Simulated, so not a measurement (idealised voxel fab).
process module | voxel transistor to metal
cross-section cut | 260 nm wide | cells 5 nm
A cross-section is a grid of square cells, given in bands from the top down. A band is one or more rows of cells.
Each band's line starts with the height of the band's top and of its bottom, in nm. Then come its materials from left to right, each with its width in nm. One material with "throughout" fills the band from edge to edge. "air" is empty space.
Height 0 is the level under which the wafer as received is all one material. The lowest band goes on downwards, as in "0 down".
A width such as "30 to 40" changes by the same amount from each row of cells to the next, from the band's top row to its bottom row.
"no change" after a step means that no cell of the cross-section changed.
closed voids: empty space of 8 cells or more with no open way to the top, each as width x height at its distance from the left edge, in nm
after a step's settings: what the simulator itself notes on the step
overlay nm, on a step with a mask: how far to the right of its planned place the mask lay; to the left if negative
plan
1 op RECEIVE | material Si
2 op OXIDIZE | depth nm 5
3 op CONFORMAL_DEP | material SiN | thk nm 10
4 op PATTERN | tone cover | mask id ACTIVE | material resist | width nm 105 | pitch nm 125 | thk nm 15 | overlay nm 0
5 op DIRECTIONAL_ETCH | etch materials SiN | depth nm 10
6 op DIRECTIONAL_ETCH | etch materials SiO2 | depth nm 5
7 op DIRECTIONAL_ETCH | etch materials Si | depth nm 30
8 op STRIP | etch materials resist
9 op OXIDIZE | depth nm 5
10 op FILL_DEP | material SiO2 | thk nm 15
11 op CMP | height nm 10
12 op SELECTIVE_ETCH | etch materials SiO2 | depth nm 5
13 op STRIP | etch materials SiN
14 op SELECTIVE_ETCH | etch materials SiO2 | depth nm 5
15 op OXIDIZE | depth nm 5
16 op DIRECTIONAL_DEP | material polySi | thk nm 30
17 op DIRECTIONAL_DEP | material SiCN | thk nm 10
18 op MASKED_ETCH | tone cover | mask id GATE | width nm 15 | pitch nm 125 | etch materials SiCN | depth nm 20 | overlay nm 0
19 op MASKED_ETCH | tone cover | mask id GATE | width nm 15 | pitch nm 125 | etch materials polySi | depth nm 40 | overlay nm 0
20 op CONFORMAL_DEP | material SiO2 | thk nm 5
21 op DIRECTIONAL_ETCH | etch materials SiO2 | depth nm 5
22 op CONFORMAL_DEP | material SiN | thk nm 10
23 op DIRECTIONAL_ETCH | etch materials SiN | depth nm 10
24 op DIRECTIONAL_ETCH | etch materials SiO2 | depth nm 5
25 op EPI | material SiGe | thk nm 5
26 op FILL_DEP | material SiO2 | thk nm 10
27 op CMP | height nm 35
28 op DIRECTIONAL_DEP | material SiO2 | thk nm 15
29 op PATTERN | tone open | mask id CONTACT | material resist | width nm 20 | thk nm 15 | overlay nm 0
30 op DIRECTIONAL_ETCH | etch materials SiO2 | depth nm 55
31 op STRIP | etch materials resist
32 op CONFORMAL_DEP | material TiN | thk nm 5
33 op FILL_DEP | material Ru | thk nm 5
34 op CMP | height nm 50
35 op CONFORMAL_DEP | material SiCN | thk nm 5
36 op DIRECTIONAL_DEP | material lowk | thk nm 15
37 op MASKED_ETCH | tone open | mask id METAL_1 | width nm 20 | etch materials lowk | depth nm 15 | overlay nm 0
38 op MASKED_ETCH | tone open | mask id METAL_1 | width nm 20 | etch materials SiCN | depth nm 5 | overlay nm 0
39 op CONFORMAL_DEP | material TiN | thk nm 5
40 op FILL_DEP | material W | thk nm 10
41 op CMP | height nm 70
42 op CONFORMAL_DEP | material SiCN | thk nm 5
43 op DIRECTIONAL_DEP | material SiO2 | thk nm 35
44 op DIRECTIONAL_DEP | material aC | thk nm 10
45 op PATTERN | tone open | mask id METAL_2_HOLES | material resist | width nm 15 | pitch nm 125 | thk nm 30 | overlay nm 0
46 op DIRECTIONAL_ETCH | etch materials aC | depth nm 10
47 op STRIP | etch materials resist
48 op DIRECTIONAL_ETCH | etch materials SiO2 | depth nm 35
49 op STRIP | etch materials aC
50 op PATTERN | tone open | mask id METAL_2 | material resist | width nm 20 | pitch nm 125 | thk nm 20 | overlay nm 0
51 op DIRECTIONAL_ETCH | etch materials SiO2 | depth nm 20
52 op DIRECTIONAL_ETCH | etch materials SiCN | depth nm 5
53 op STRIP | etch materials resist
54 op CONFORMAL_DEP | material TiN | thk nm 5
55 op FILL_DEP | material Cu | thk nm 5
56 op CMP | height nm 110
57 op CONFORMAL_DEP | material SiN | thk nm 5
first wafer, as planned
as received, after step 1
  0 down: Si throughout
  closed voids: none
after step 2
  0 to -5: SiO2 throughout
  below -5: unchanged
after step 3
  10 to 0: SiN throughout
  below 0: unchanged
after step 4
  25 to 10: air 15 | resist 105 | air 20 | resist 105 | air 15
  below 10: unchanged
after step 5
  25 to 10: air 15 | resist 105 | air 20 | resist 105 | air 15
  10 to 0: air 15 | SiN 105 | air 20 | SiN 105 | air 15
  below 0: unchanged
after step 6
  25 to 10: air 15 | resist 105 | air 20 | resist 105 | air 15
  10 to 0: air 15 | SiN 105 | air 20 | SiN 105 | air 15
  0 to -5: air 15 | SiO2 105 | air 20 | SiO2 105 | air 15
  below -5: unchanged
after step 7
  25 to 10: air 15 | resist 105 | air 20 | resist 105 | air 15
  10 to 0: air 15 | SiN 105 | air 20 | SiN 105 | air 15
  0 to -5: air 15 | SiO2 105 | air 20 | SiO2 105 | air 15
  -5 to -35: air 15 | Si 105 | air 20 | Si 105 | air 15
  below -35: unchanged
after step 8
  10 to 0: air 15 | SiN 105 | air 20 | SiN 105 | air 15
  below 0: unchanged
after step 9
  10 to 0: air 15 | SiN 105 | air 20 | SiN 105 | air 15
  0 to -5: air 15 | SiO2 105 | air 20 | SiO2 105 | air 15
  -5 to -35: air 15 | SiO2 5 | Si 95 | SiO2 5 | air 20 | SiO2 5 | Si 95 | SiO2 5 | air 15
  -35 to -40: SiO2 20 | Si 95 | SiO2 30 | Si 95 | SiO2 20
  below -40: unchanged
after step 10
  25 to 10: SiO2 throughout
  10 to 0: SiO2 15 | SiN 105 | SiO2 20 | SiN 105 | SiO2 15
  0 to -5: SiO2 throughout
  -5 to -40: SiO2 20 | Si 95 | SiO2 30 | Si 95 | SiO2 20
  below -40: unchanged
after step 11
  10 to 0: SiO2 15 | SiN 105 | SiO2 20 | SiN 105 | SiO2 15
  below 0: unchanged
after step 12
  10 to 5: air 15 | SiN 105 | air 20 | SiN 105 | air 15
  below 5: unchanged
after step 13
  5 to 0: SiO2 15 | air 105 | SiO2 20 | air 105 | SiO2 15
  below 0: unchanged
after step 14
  0 to -5: SiO2 10 | air 115 | SiO2 10 | air 115 | SiO2 10
  below -5: unchanged
after step 15
  0 to -5: SiO2 10 | air 115 | SiO2 10 | air 115 | SiO2 10
  -5 to -10: SiO2 throughout
  below -10: unchanged
after step 16
  30 to 25: polySi 10 | air 115 | polySi 10 | air 115 | polySi 10
  25 to 0: polySi throughout
  0 to -5: SiO2 10 | polySi 115 | SiO2 10 | polySi 115 | SiO2 10
  below -5: unchanged
after step 17
  40 to 35: SiCN 10 | air 115 | SiCN 10 | air 115 | SiCN 10
  35 to 30: SiCN throughout
  30 to 25: polySi 10 | SiCN 115 | polySi 10 | SiCN 115 | polySi 10
  below 25: unchanged
after step 18
  35 to 30: air 60 | SiCN 15 | air 110 | SiCN 15 | air 60
  30 to 25: polySi 10 | air 50 | SiCN 15 | air 50 | polySi 10 | air 50 | SiCN 15 | air 50 | polySi 10
  below 25: unchanged
after step 19
  35 to 25: air 60 | SiCN 15 | air 110 | SiCN 15 | air 60
  25 to 0: air 60 | polySi 15 | air 110 | polySi 15 | air 60
  0 to -5: SiO2 10 | air 50 | polySi 15 | air 50 | SiO2 10 | air 50 | polySi 15 | air 50 | SiO2 10
  below -5: unchanged
after step 20
  40 to 35: air 55 | SiO2 25 | air 100 | SiO2 25 | air 55
  35 to 25: air 55 | SiO2 5 | SiCN 15 | SiO2 5 | air 100 | SiO2 5 | SiCN 15 | SiO2 5 | air 55
  25 to 5: air 55 | SiO2 5 | polySi 15 | SiO2 5 | air 100 | SiO2 5 | polySi 15 | SiO2 5 | air 55
  5 to 0: SiO2 15 | air 40 | SiO2 5 | polySi 15 | SiO2 5 | air 40 | SiO2 20 | air 40 | SiO2 5 | polySi 15 | SiO2 5 | air 40 | SiO2 15
  0 to -5: SiO2 60 | polySi 15 | SiO2 110 | polySi 15 | SiO2 60
  below -5: unchanged
after step 21
  35 to 25: air 55 | SiO2 5 | SiCN 15 | SiO2 5 | air 100 | SiO2 5 | SiCN 15 | SiO2 5 | air 55
  25 to 0: air 55 | SiO2 5 | polySi 15 | SiO2 5 | air 100 | SiO2 5 | polySi 15 | SiO2 5 | air 55
  0 to -5: SiO2 15 | air 40 | SiO2 5 | polySi 15 | SiO2 5 | air 40 | SiO2 20 | air 40 | SiO2 5 | polySi 15 | SiO2 5 | air 40 | SiO2 15
  below -5: unchanged
after step 22
  45 to 35: air 45 | SiN 45 | air 80 | SiN 45 | air 45
  35 to 25: air 45 | SiN 10 | SiO2 5 | SiCN 15 | SiO2 5 | SiN 10 | air 80 | SiN 10 | SiO2 5 | SiCN 15 | SiO2 5 | SiN 10 | air 45
  25 to 10: air 45 | SiN 10 | SiO2 5 | polySi 15 | SiO2 5 | SiN 10 | air 80 | SiN 10 | SiO2 5 | polySi 15 | SiO2 5 | SiN 10 | air 45
  10 to 5: SiN 25 | air 20 | SiN 10 | SiO2 5 | polySi 15 | SiO2 5 | SiN 10 | air 20 | SiN 40 | air 20 | SiN 10 | SiO2 5 | polySi 15 | SiO2 5 | SiN 10 | air 20 | SiN 25
  5 to 0: SiN 55 | SiO2 5 | polySi 15 | SiO2 5 | SiN 100 | SiO2 5 | polySi 15 | SiO2 5 | SiN 55
  0 to -5: SiO2 15 | SiN 40 | SiO2 5 | polySi 15 | SiO2 5 | SiN 40 | SiO2 20 | SiN 40 | SiO2 5 | polySi 15 | SiO2 5 | SiN 40 | SiO2 15
  below -5: unchanged
after step 23
  35 to 25: air 45 | SiN 10 | SiO2 5 | SiCN 15 | SiO2 5 | SiN 10 | air 80 | SiN 10 | SiO2 5 | SiCN 15 | SiO2 5 | SiN 10 | air 45
  25 to 0: air 45 | SiN 10 | SiO2 5 | polySi 15 | SiO2 5 | SiN 10 | air 80 | SiN 10 | SiO2 5 | polySi 15 | SiO2 5 | SiN 10 | air 45
  0 to -5: SiO2 15 | SiN 10 | air 20 | SiN 10 | SiO2 5 | polySi 15 | SiO2 5 | SiN 10 | air 20 | SiN 10 | SiO2 20 | SiN 10 | air 20 | SiN 10 | SiO2 5 | polySi 15 | SiO2 5 | SiN 10 | air 20 | SiN 10 | SiO2 15
  below -5: unchanged
after step 24
  35 to 30: air 45 | SiN 10 | air 5 | SiCN 15 | air 5 | SiN 10 | air 80 | SiN 10 | air 5 | SiCN 15 | air 5 | SiN 10 | air 45
  30 to 25: air 45 | SiN 10 | SiO2 5 | SiCN 15 | SiO2 5 | SiN 10 | air 80 | SiN 10 | SiO2 5 | SiCN 15 | SiO2 5 | SiN 10 | air 45
  25 to 0: air 45 | SiN 10 | SiO2 5 | polySi 15 | SiO2 5 | SiN 10 | air 80 | SiN 10 | SiO2 5 | polySi 15 | SiO2 5 | SiN 10 | air 45
  0 to -5: air 15 | SiN 10 | air 20 | SiN 10 | SiO2 5 | polySi 15 | SiO2 5 | SiN 10 | air 20 | SiN 10 | air 20 | SiN 10 | air 20 | SiN 10 | SiO2 5 | polySi 15 | SiO2 5 | SiN 10 | air 20 | SiN 10 | air 15
  -5 to -10: SiO2 25 | air 20 | SiO2 45 | air 20 | SiO2 40 | air 20 | SiO2 45 | air 20 | SiO2 25
  below -10: unchanged
after step 25
  35 to 30: air 45 | SiN 10 | air 5 | SiCN 15 | air 5 | SiN 10 | air 80 | SiN 10 | air 5 | SiCN 15 | air 5 | SiN 10 | air 45
  30 to 25: air 45 | SiN 10 | SiO2 5 | SiCN 15 | SiO2 5 | SiN 10 | air 80 | SiN 10 | SiO2 5 | SiCN 15 | SiO2 5 | SiN 10 | air 45
  25 to 0: air 45 | SiN 10 | SiO2 5 | polySi 15 | SiO2 5 | SiN 10 | air 80 | SiN 10 | SiO2 5 | polySi 15 | SiO2 5 | SiN 10 | air 45
  0 to -5: air 15 | SiN 10 | air 20 | SiN 10 | SiO2 5 | polySi 15 | SiO2 5 | SiN 10 | air 20 | SiN 10 | air 20 | SiN 10 | air 20 | SiN 10 | SiO2 5 | polySi 15 | SiO2 5 | SiN 10 | air 20 | SiN 10 | air 15
  -5 to -10: SiO2 25 | SiGe 20 | SiO2 45 | SiGe 20 | SiO2 40 | SiGe 20 | SiO2 45 | SiGe 20 | SiO2 25
  below -10: unchanged
after step 26
  45 to 35: SiO2 throughout
  35 to 25: SiO2 45 | SiN 10 | SiO2 5 | SiCN 15 | SiO2 5 | SiN 10 | SiO2 80 | SiN 10 | SiO2 5 | SiCN 15 | SiO2 5 | SiN 10 | SiO2 45
  25 to 0: SiO2 45 | SiN 10 | SiO2 5 | polySi 15 | SiO2 5 | SiN 10 | SiO2 80 | SiN 10 | SiO2 5 | polySi 15 | SiO2 5 | SiN 10 | SiO2 45
  0 to -5: SiO2 15 | SiN 10 | SiO2 20 | SiN 10 | SiO2 5 | polySi 15 | SiO2 5 | SiN 10 | SiO2 20 | SiN 10 | SiO2 20 | SiN 10 | SiO2 20 | SiN 10 | SiO2 5 | polySi 15 | SiO2 5 | SiN 10 | SiO2 20 | SiN 10 | SiO2 15
  below -5: unchanged
after step 27
  35 to 25: SiO2 45 | SiN 10 | SiO2 5 | SiCN 15 | SiO2 5 | SiN 10 | SiO2 80 | SiN 10 | SiO2 5 | SiCN 15 | SiO2 5 | SiN 10 | SiO2 45
  below 25: unchanged
after step 28
  50 to 35: SiO2 throughout
  below 35: unchanged
after step 29
  65 to 50: resist 25 | air 20 | resist 45 | air 20 | resist 40 | air 20 | resist 45 | air 20 | resist 25
  below 50: unchanged
after step 30
  65 to 50: resist 25 | air 20 | resist 45 | air 20 | resist 40 | air 20 | resist 45 | air 20 | resist 25
  50 to 35: SiO2 25 | air 20 | SiO2 45 | air 20 | SiO2 40 | air 20 | SiO2 45 | air 20 | SiO2 25
  35 to 25: SiO2 25 | air 20 | SiN 10 | SiO2 5 | SiCN 15 | SiO2 5 | SiN 10 | air 20 | SiO2 40 | air 20 | SiN 10 | SiO2 5 | SiCN 15 | SiO2 5 | SiN 10 | air 20 | SiO2 25
  25 to 0: SiO2 25 | air 20 | SiN 10 | SiO2 5 | polySi 15 | SiO2 5 | SiN 10 | air 20 | SiO2 40 | air 20 | SiN 10 | SiO2 5 | polySi 15 | SiO2 5 | SiN 10 | air 20 | SiO2 25
  0 to -5: SiO2 15 | SiN 10 | air 20 | SiN 10 | SiO2 5 | polySi 15 | SiO2 5 | SiN 10 | air 20 | SiN 10 | SiO2 20 | SiN 10 | air 20 | SiN 10 | SiO2 5 | polySi 15 | SiO2 5 | SiN 10 | air 20 | SiN 10 | SiO2 15
  below -5: unchanged
after step 31
  50 to 35: SiO2 25 | air 20 | SiO2 45 | air 20 | SiO2 40 | air 20 | SiO2 45 | air 20 | SiO2 25
  below 35: unchanged
after step 32
  55 to 50: TiN 30 | air 10 | TiN 55 | air 10 | TiN 50 | air 10 | TiN 55 | air 10 | TiN 30
  50 to 35: SiO2 25 | TiN 5 | air 10 | TiN 5 | SiO2 45 | TiN 5 | air 10 | TiN 5 | SiO2 40 | TiN 5 | air 10 | TiN 5 | SiO2 45 | TiN 5 | air 10 | TiN 5 | SiO2 25
  35 to 25: SiO2 25 | TiN 5 | air 10 | TiN 5 | SiN 10 | SiO2 5 | SiCN 15 | SiO2 5 | SiN 10 | TiN 5 | air 10 | TiN 5 | SiO2 40 | TiN 5 | air 10 | TiN 5 | SiN 10 | SiO2 5 | SiCN 15 | SiO2 5 | SiN 10 | TiN 5 | air 10 | TiN 5 | SiO2 25
  25 to 0: SiO2 25 | TiN 5 | air 10 | TiN 5 | SiN 10 | SiO2 5 | polySi 15 | SiO2 5 | SiN 10 | TiN 5 | air 10 | TiN 5 | SiO2 40 | TiN 5 | air 10 | TiN 5 | SiN 10 | SiO2 5 | polySi 15 | SiO2 5 | SiN 10 | TiN 5 | air 10 | TiN 5 | SiO2 25
  0 to -5: SiO2 15 | SiN 10 | TiN 20 | SiN 10 | SiO2 5 | polySi 15 | SiO2 5 | SiN 10 | TiN 20 | SiN 10 | SiO2 20 | SiN 10 | TiN 20 | SiN 10 | SiO2 5 | polySi 15 | SiO2 5 | SiN 10 | TiN 20 | SiN 10 | SiO2 15
  below -5: unchanged
after step 33
  60 to 55: Ru throughout
  55 to 50: TiN 30 | Ru 10 | TiN 55 | Ru 10 | TiN 50 | Ru 10 | TiN 55 | Ru 10 | TiN 30
  50 to 35: SiO2 25 | TiN 5 | Ru 10 | TiN 5 | SiO2 45 | TiN 5 | Ru 10 | TiN 5 | SiO2 40 | TiN 5 | Ru 10 | TiN 5 | SiO2 45 | TiN 5 | Ru 10 | TiN 5 | SiO2 25
  35 to 25: SiO2 25 | TiN 5 | Ru 10 | TiN 5 | SiN 10 | SiO2 5 | SiCN 15 | SiO2 5 | SiN 10 | TiN 5 | Ru 10 | TiN 5 | SiO2 40 | TiN 5 | Ru 10 | TiN 5 | SiN 10 | SiO2 5 | SiCN 15 | SiO2 5 | SiN 10 | TiN 5 | Ru 10 | TiN 5 | SiO2 25
  25 to 0: SiO2 25 | TiN 5 | Ru 10 | TiN 5 | SiN 10 | SiO2 5 | polySi 15 | SiO2 5 | SiN 10 | TiN 5 | Ru 10 | TiN 5 | SiO2 40 | TiN 5 | Ru 10 | TiN 5 | SiN 10 | SiO2 5 | polySi 15 | SiO2 5 | SiN 10 | TiN 5 | Ru 10 | TiN 5 | SiO2 25
  below 0: unchanged
after step 34
  50 to 35: SiO2 25 | TiN 5 | Ru 10 | TiN 5 | SiO2 45 | TiN 5 | Ru 10 | TiN 5 | SiO2 40 | TiN 5 | Ru 10 | TiN 5 | SiO2 45 | TiN 5 | Ru 10 | TiN 5 | SiO2 25
  below 35: unchanged
after step 35
  55 to 50: SiCN throughout
  below 50: unchanged
after step 36
  70 to 55: lowk throughout
  below 55: unchanged
after step 37
  70 to 55: lowk 25 | air 20 | lowk 45 | air 20 | lowk 40 | air 20 | lowk 45 | air 20 | lowk 25
  below 55: unchanged
after step 38
  70 to 55: lowk 25 | air 20 | lowk 45 | air 20 | lowk 40 | air 20 | lowk 45 | air 20 | lowk 25
  55 to 50: SiCN 25 | air 20 | SiCN 45 | air 20 | SiCN 40 | air 20 | SiCN 45 | air 20 | SiCN 25
  below 50: unchanged
after step 39
  75 to 70: TiN 30 | air 10 | TiN 55 | air 10 | TiN 50 | air 10 | TiN 55 | air 10 | TiN 30
  70 to 55: lowk 25 | TiN 5 | air 10 | TiN 5 | lowk 45 | TiN 5 | air 10 | TiN 5 | lowk 40 | TiN 5 | air 10 | TiN 5 | lowk 45 | TiN 5 | air 10 | TiN 5 | lowk 25
  55 to 50: SiCN 25 | TiN 20 | SiCN 45 | TiN 20 | SiCN 40 | TiN 20 | SiCN 45 | TiN 20 | SiCN 25
  below 50: unchanged
after step 40
  85 to 75: W throughout
  75 to 70: TiN 30 | W 10 | TiN 55 | W 10 | TiN 50 | W 10 | TiN 55 | W 10 | TiN 30
  70 to 55: lowk 25 | TiN 5 | W 10 | TiN 5 | lowk 45 | TiN 5 | W 10 | TiN 5 | lowk 40 | TiN 5 | W 10 | TiN 5 | lowk 45 | TiN 5 | W 10 | TiN 5 | lowk 25
  below 55: unchanged
after step 41
  70 to 55: lowk 25 | TiN 5 | W 10 | TiN 5 | lowk 45 | TiN 5 | W 10 | TiN 5 | lowk 40 | TiN 5 | W 10 | TiN 5 | lowk 45 | TiN 5 | W 10 | TiN 5 | lowk 25
  below 55: unchanged
after step 42
  75 to 70: SiCN throughout
  below 70: unchanged
after step 43
  110 to 75: SiO2 throughout
  below 75: unchanged
after step 44
  120 to 110: aC throughout
  below 110: unchanged
after step 45
  150 to 120: resist 25 | air 15 | resist 110 | air 15 | resist 95
  below 120: unchanged
after step 46
  140 to 120: resist 25 | air 15 | resist 110 | air 15 | resist 95
  120 to 110: aC 25 | air 15 | aC 110 | air 15 | aC 95
  below 110: unchanged
after step 47
  120 to 110: aC 25 | air 15 | aC 110 | air 15 | aC 95
  below 110: unchanged
after step 48
  120 to 110: aC 25 | air 15 | aC 110 | air 15 | aC 95
  110 to 75: SiO2 25 | air 15 | SiO2 110 | air 15 | SiO2 95
  below 75: unchanged
after step 49
  110 to 75: SiO2 25 | air 15 | SiO2 110 | air 15 | SiO2 95
  below 75: unchanged
after step 50
  130 to 110: resist 25 | air 20 | resist 105 | air 20 | resist 90
  below 110: unchanged
after step 51
  130 to 110: resist 25 | air 20 | resist 105 | air 20 | resist 90
  110 to 90: SiO2 25 | air 20 | SiO2 105 | air 20 | SiO2 90
  below 90: unchanged
after step 52
  130 to 110: resist 25 | air 20 | resist 105 | air 20 | resist 90
  110 to 90: SiO2 25 | air 20 | SiO2 105 | air 20 | SiO2 90
  90 to 75: SiO2 25 | air 15 | SiO2 110 | air 15 | SiO2 95
  75 to 70: SiCN 25 | air 15 | SiCN 110 | air 15 | SiCN 95
  below 70: unchanged
after step 53
  110 to 90: SiO2 25 | air 20 | SiO2 105 | air 20 | SiO2 90
  below 90: unchanged
after step 54
  115 to 110: TiN 30 | air 10 | TiN 115 | air 10 | TiN 95
  110 to 95: SiO2 25 | TiN 5 | air 10 | TiN 5 | SiO2 105 | TiN 5 | air 10 | TiN 5 | SiO2 90
  95 to 90: SiO2 25 | TiN 5 | air 5 | TiN 10 | SiO2 105 | TiN 5 | air 5 | TiN 10 | SiO2 90
  90 to 75: SiO2 25 | TiN 5 | air 5 | TiN 5 | SiO2 110 | TiN 5 | air 5 | TiN 5 | SiO2 95
  75 to 70: SiCN 25 | TiN 15 | SiCN 110 | TiN 15 | SiCN 95
  below 70: unchanged
after step 55
  120 to 115: Cu throughout
  115 to 110: TiN 30 | Cu 10 | TiN 115 | Cu 10 | TiN 95
  110 to 95: SiO2 25 | TiN 5 | Cu 10 | TiN 5 | SiO2 105 | TiN 5 | Cu 10 | TiN 5 | SiO2 90
  95 to 90: SiO2 25 | TiN 5 | Cu 5 | TiN 10 | SiO2 105 | TiN 5 | Cu 5 | TiN 10 | SiO2 90
  90 to 75: SiO2 25 | TiN 5 | Cu 5 | TiN 5 | SiO2 110 | TiN 5 | Cu 5 | TiN 5 | SiO2 95
  below 75: unchanged
after step 56
  110 to 95: SiO2 25 | TiN 5 | Cu 10 | TiN 5 | SiO2 105 | TiN 5 | Cu 10 | TiN 5 | SiO2 90
  below 95: unchanged
after step 57
  115 to 110: SiN throughout
  below 110: unchanged
second wafer: like start, like plan, one mistake. Through step 41 it matches the first wafer
when step 42 should have ended
  105 to 70: SiO2 throughout
  below 70: unchanged
when step 43 should have ended
  110 to 105: SiCN throughout
  below 105: unchanged
when step 44 should have ended
  120 to 110: aC throughout
  below 110: unchanged
when step 45 should have ended
  150 to 120: resist 25 | air 15 | resist 110 | air 15 | resist 95
  below 120: unchanged
when step 46 should have ended
  140 to 120: resist 25 | air 15 | resist 110 | air 15 | resist 95
  120 to 110: aC 25 | air 15 | aC 110 | air 15 | aC 95
  below 110: unchanged
when step 47 should have ended
  120 to 110: aC 25 | air 15 | aC 110 | air 15 | aC 95
  below 110: unchanged
when step 48 should have ended: no change
when step 49 should have ended
  110 to 105: SiCN throughout
  below 105: unchanged
when step 50 should have ended
  130 to 110: resist 25 | air 20 | resist 105 | air 20 | resist 90
  below 110: unchanged
when step 51 should have ended: no change
when step 52 should have ended
  130 to 110: resist 25 | air 20 | resist 105 | air 20 | resist 90
  110 to 105: SiCN 25 | air 20 | SiCN 105 | air 20 | SiCN 90
  below 105: unchanged
when step 53 should have ended
  110 to 105: SiCN 25 | air 20 | SiCN 105 | air 20 | SiCN 90
  below 105: unchanged
when step 54 should have ended
  115 to 110: TiN 30 | air 10 | TiN 115 | air 10 | TiN 95
  110 to 105: SiCN 25 | TiN 20 | SiCN 105 | TiN 20 | SiCN 90
  below 105: unchanged
when step 55 should have ended
  120 to 115: Cu throughout
  115 to 110: TiN 30 | Cu 10 | TiN 115 | Cu 10 | TiN 95
  below 110: unchanged
when step 56 should have ended
  110 to 105: SiCN 25 | TiN 20 | SiCN 105 | TiN 20 | SiCN 90
  below 105: unchanged
when step 57 should have ended
  115 to 110: SiN throughout
  below 110: unchanged
what went wrong: steps 42 and 43 were swapped
at the end the second wafer has, in cells: 20 fewer of Cu | 2 fewer of SiCN | 50 more of SiO2 | 28 fewer of TiN
